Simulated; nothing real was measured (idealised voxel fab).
This section sets out a process module, namely voxel wiring stack.
Section shown: cut. Width: 155 nm. Cell size: 5 nm, square.
Think of the cross-section as a grid of square cells. We describe it in bands, top to bottom, and each band covers one or more rows of those cells. It is stipulated that each band's entry specify, in nanometres, the height of the top of the band and then that of its bottom, followed by the materials of the band in left-to-right sequence, each together with its width in nanometres. A single material marked by the word "throughout" is understood to fill the band from edge to edge; the word "air" is understood to denote empty space. Height is counted from the level 0, under which the received wafer is composed throughout of one material. The lowest of the bands is not closed at the bottom but continues downward, in the notation "top 0, no bottom". The notation "30->40" denotes a width that varies across the rows of cells in the band, beginning at the first number in the top row, finishing at the second number in the bottom row, and changing by an identical amount from each row to the next. "nothing changed" for a step: no cell of the cross-section changed in that step. Closed-off voids of 8+ cells (no open route to the top) go in "Trapped void list", written width x height at distance from the left edge, in nm. It should be noted that, on the line of a given step, the content following the step's settings is a remark produced by the simulator itself with respect to that step. Steps that use a mask can have "overlay nm" on their line. It says how far the mask sat to the right of where it was meant to be. Negative means to the left.

Process steps foreseen in the plan:
step 1: RECEIVE: material Si
step 2: CONFORMAL_DEP: material SiO2, thk nm 10
step 3: CONFORMAL_DEP: material SiN, thk nm 5
step 4: DIRECTIONAL_DEP: material lowk, thk nm 25
step 5: PATTERN: tone open, mask id METAL_1, material resist, width nm 25, pitch nm 55, thk nm 20, overlay nm 0
step 6: DIRECTIONAL_ETCH: etch materials lowk, depth nm 25
step 7: DIRECTIONAL_ETCH: etch materials SiN, depth nm 5
step 8: STRIP: etch materials resist
step 9: CONFORMAL_DEP: material TiN, thk nm 5
step 10: FILL_DEP: material Ru, thk nm 10
step 11: CMP: height nm 40
step 12: EPI: material Ru, thk nm 5
step 13: FILL_DEP: material SiCN, thk nm 5
step 14: DIRECTIONAL_DEP: material lowk, thk nm 15
step 15: MASKED_ETCH: tone open, mask id PLUG_1, width nm 15, etch materials lowk, depth nm 15, overlay nm 0
step 16: MASKED_ETCH: tone open, mask id PLUG_1, width nm 15, etch materials SiCN, depth nm 5, overlay nm 0
step 17: EPI: material Ru, thk nm 10
step 18: EPI: material Ru, thk nm 10
step 19: DIRECTIONAL_DEP: material TiN, thk nm 5
step 20: DIRECTIONAL_DEP: material W, thk nm 20
step 21: DIRECTIONAL_DEP: material aC, thk nm 15
step 22: PATTERN: tone cover, mask id METAL_2, material resist, width nm 25, pitch nm 55, thk nm 30, overlay nm 0
step 23: DIRECTIONAL_ETCH: etch materials aC, depth nm 15
step 24: STRIP: etch materials resist
step 25: DIRECTIONAL_ETCH: etch materials W, depth nm 20
step 26: DIRECTIONAL_ETCH: etch materials TiN, depth nm 5
step 27: STRIP: etch materials aC
step 28: FILL_DEP: material SiO2, thk nm 5
step 29: CMP: height nm 90
step 30: CONFORMAL_DEP: material SiCN, thk nm 5
What sets these wafers apart? The thk nm at step 19. They all start alike, and the plan carries the first wafer's value.

Step 1 complete: as-received cross-section of the first of several wafers:
    top 0, no bottom = Si throughout
    Trapped void list: none

Basically each wafer gets a line in the table, showing it at the end of the module: material by material, the cells it gained (+) or lost (-) since we got it, then its closed voids:
thk nm 5 | +56 Ru | +76 SiCN | +21 SiN | +167 SiO2 | +40 TiN | +40 W | +189 lowk | Trapped void list: none
thk nm 10 | +56 Ru | +76 SiCN | +21 SiN | +146 SiO2 | +71 TiN | +30 W | +189 lowk | Trapped void list: none
thk nm 15 | +56 Ru | +76 SiCN | +21 SiN | +125 SiO2 | +102 TiN | +20 W | +189 lowk | Trapped void list: none
thk nm 20 | +56 Ru | +76 SiCN | +21 SiN | +104 SiO2 | +133 TiN | +10 W | +189 lowk | Trapped void list: none
